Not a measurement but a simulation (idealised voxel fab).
Name of the process module below: voxel ribs on slabs
Xsec cut, 240 nm wide, square cell size 5 nm.
We lay out every cross-section as a grid of square cells and spell it out in bands from the top down, where one band means one or more rows of cells.
Per band: top height and bottom height in nm, followed by the left-to-right materials and their widths in nm; "edge to edge" marks a single material spanning edge to edge, "blank" marks empty space.
Ref level 0: as-received wafer is one material below here. Bottom band extends down with no lower bound ("0 -> down").
The notation "30 to 40" denotes a width that varies across the rows of cells in the band, beginning at the first number in the top row, finishing at the second number in the bottom row, and changing by an identical amount from each row to the next.
Take "no modification" at face value: in the step it is given for, the cross-section changed in none of its cells.
Any empty space of 8 cells or more lacking an open way to the top shows up in "Enclosed void entries" as width x height at distance, distance from the left edge, in nm.
Post-settings text on a step line: simulator's own remark regarding the step.
A step line may carry the setting "overlay nm", which, for steps involving a mask, states the distance by which the mask lay to the right of its intended position; negative values denote displacement to the left.

This section lists the process steps that were planned
- 1: RECEIVE | material Si
- 2: DIRECTIONAL_DEP | material SiO2 | thk nm 20
- 3: DIRECTIONAL_DEP | material SiN | thk nm 20
- 4: MASKED_ETCH | tone cover | mask id RIB | width nm 20 | etch materials SiN | depth nm 5 | overlay nm 0
- 5: DIRECTIONAL_DEP | material aC | thk nm 10
- 6: PATTERN | tone cover | mask id SLAB | material resist | width nm 60 | thk nm 25 | overlay nm 0
- 7: DIRECTIONAL_ETCH | etch materials aC | depth nm 10
- 8: STRIP | etch materials resist
- 9: DIRECTIONAL_ETCH | etch materials SiN | depth nm 15
- 10: STRIP | etch materials aC
- 11: FILL_DEP | material SiO2 | thk nm 25
- 12: CMP | height nm 55
- 13: DIRECTIONAL_DEP | material W | thk nm 5
- 14: DIRECTIONAL_DEP | material aC | thk nm 15
- 15: PATTERN | tone cover | mask id HEATER | material resist | width nm 30 | thk nm 30 | overlay nm 0
- 16: DIRECTIONAL_ETCH | etch materials aC | depth nm 15
- 17: STRIP | etch materials resist
- 18: DIRECTIONAL_ETCH | etch materials W | depth nm 5
- 19: STRIP | etch materials aC
- 20: CONFORMAL_DEP | material SiO2 | thk nm 5
Don't read the plan's thk nm for step 13 as applying to every wafer: that's the first wafer's value, and the wafers differ in it, though they all start identical.

First wafer of several, as received: cross-section after step 1
    0 -> down: Si edge to edge
    Enclosed void entries: none

Module end state after final step 20: cross-section of the first of several wafers
    65 -> 60: blank 100 nm / SiO2 40 nm / blank 100 nm
    60 -> 55: SiO2 105 nm / W 30 nm / SiO2 105 nm
    55 -> 40: SiO2 edge to edge
    40 -> 35: SiO2 110 nm / SiN 20 nm / SiO2 110 nm
    35 -> 20: SiO2 90 nm / SiN 60 nm / SiO2 90 nm
    20 -> 0: SiO2 edge to edge
    0 -> down: Si edge to edge
    Enclosed void entries: none

Cross-section of the final wafer among several, taken at the end of the module
    80 -> 75: blank 100 nm / SiO2 40 nm / blank 100 nm
    75 -> 70: SiO2 105 nm / W 30 nm / SiO2 105 nm
    70 -> 55: W edge to edge
    55 -> 40: SiO2 edge to edge
    40 -> 35: SiO2 110 nm / SiN 20 nm / SiO2 110 nm
    35 -> 20: SiO2 90 nm / SiN 60 nm / SiO2 90 nm
    20 -> 0: SiO2 edge to edge
    0 -> down: Si edge to edge
    Enclosed void entries: none

Below: a row per wafer. Contents at end of module: for every material, cells gained since receipt (+) or lost since receipt (-); then closed voids
thk nm 5; +40 SiN; +538 SiO2; +6 W; Enclosed void entries: none
thk nm 10; +40 SiN; +538 SiO2; +54 W; Enclosed void entries: none
thk nm 15; +40 SiN; +538 SiO2; +102 W; Enclosed void entries: none
thk nm 20; +40 SiN; +538 SiO2; +150 W; Enclosed void entries: none
